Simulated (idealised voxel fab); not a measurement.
A process module follows: voxel self aligned vias.
Displayed cross-section: cut, width of 225 nm, square cells sized 5 nm.
A cross-section in this document is a grid of square cells, and it is written down as bands, the top band listed before the ones below it; a band is made up of one or more rows of cells. The entry gives the band's vertical extent as a top height and a bottom height in nm, then its horizontal make-up as materials from left to right, each with a width in nm. "air" stands for empty space; a single material marked "edge to edge" fills the band edge to edge. It should be noted that heights are counted from 0, beneath which the wafer as supplied is of one material throughout, and that the lowest band possesses no lower boundary but continues downward, as written in "from 0 down". When a width is written as two numbers, as in "30..40", the first number is the width in the top row of cells of the band and the second is the width in its bottom row, and the width changes by the same amount from each row to the next. Any step labelled "everything unchanged" changed none of the cells in the cross-section. "Voids, fully enclosed" contains a list of empty spaces, each no smaller than 8 cells and without an open way to the top, written in the form width x height at distance with the distance from the left edge and all three in nm. On each step's line, the part that comes after the settings is the simulator's own comment on the step. overlay nm: right-of-plan distance of the mask on a masked step; negative values mean left-of-plan.
### Steps in the process plan
1: RECEIVE | material Si
2: CONFORMAL_DEP | material SiO2 | thk nm 10
3: CONFORMAL_DEP | material SiCN | thk nm 5
4: DIRECTIONAL_DEP | material lowk | thk nm 20
5: MASKED_ETCH | tone open | mask id LINES | width nm 30 | pitch nm 70 | etch materials lowk | depth nm 20 | overlay nm 0
6: CONFORMAL_DEP | material TiN | thk nm 5
7: FILL_DEP | material W | thk nm 5
8: CMP | height nm 35
9: SELECTIVE_ETCH | etch materials W Ru TiN | depth nm 5
10: FILL_DEP | material SiN | thk nm 10
11: CMP | height nm 35
12: DIRECTIONAL_DEP | material lowk | thk nm 15
13: DIRECTIONAL_DEP | material aC | thk nm 15
14: PATTERN | tone open | mask id VIAS | material resist | width nm 30 | pitch nm 70 | thk nm 35 | overlay nm 0
15: DIRECTIONAL_ETCH | etch materials aC | depth nm 15
16: STRIP | etch materials resist
17: DIRECTIONAL_ETCH | etch materials lowk | depth nm 15
18: DIRECTIONAL_ETCH | etch materials SiN | depth nm 5
19: STRIP | etch materials aC
20: CONFORMAL_DEP | material TiN | thk nm 5
21: FILL_DEP | material Ru | thk nm 10
22: CMP | height nm 50
23: CONFORMAL_DEP | material SiN | thk nm 5
Heads up: all these wafers start the same, and what changes between them is the width nm in step 14. The value you see in the plan is just what the first wafer got.
### First of several wafers (as received, post step 1), cross-sectional view
  from 0 down: Si edge to edge
  Voids, fully enclosed: none
### Note: the following table is arranged by wafer, a row apiece. Each row reports the end-of-module state: per material, cells gained (+) or cells lost (-) compared with the wafer as received; closed voids follow
width nm 30, +36 Ru, +45 SiCN, +45 SiN, +90 SiO2, +66 TiN, +24 W, +189 lowk, Voids, fully enclosed: none
width nm 35, +42 Ru, +45 SiCN, +45 SiN, +90 SiO2, +69 TiN, +24 W, +180 lowk, Voids, fully enclosed: none
width nm 40, +48 Ru, +45 SiCN, +45 SiN, +90 SiO2, +72 TiN, +24 W, +171 lowk, Voids, fully enclosed: none
width nm 45, +54 Ru, +45 SiCN, +45 SiN, +90 SiO2, +75 TiN, +24 W, +162 lowk, Voids, fully enclosed: none
width nm 50, +60 Ru, +45 SiCN, +45 SiN, +90 SiO2, +78 TiN, +24 W, +153 lowk, Voids, fully enclosed: none
width nm 55, +66 Ru, +45 SiCN, +45 SiN, +90 SiO2, +81 TiN, +24 W, +144 lowk, Voids, fully enclosed: none
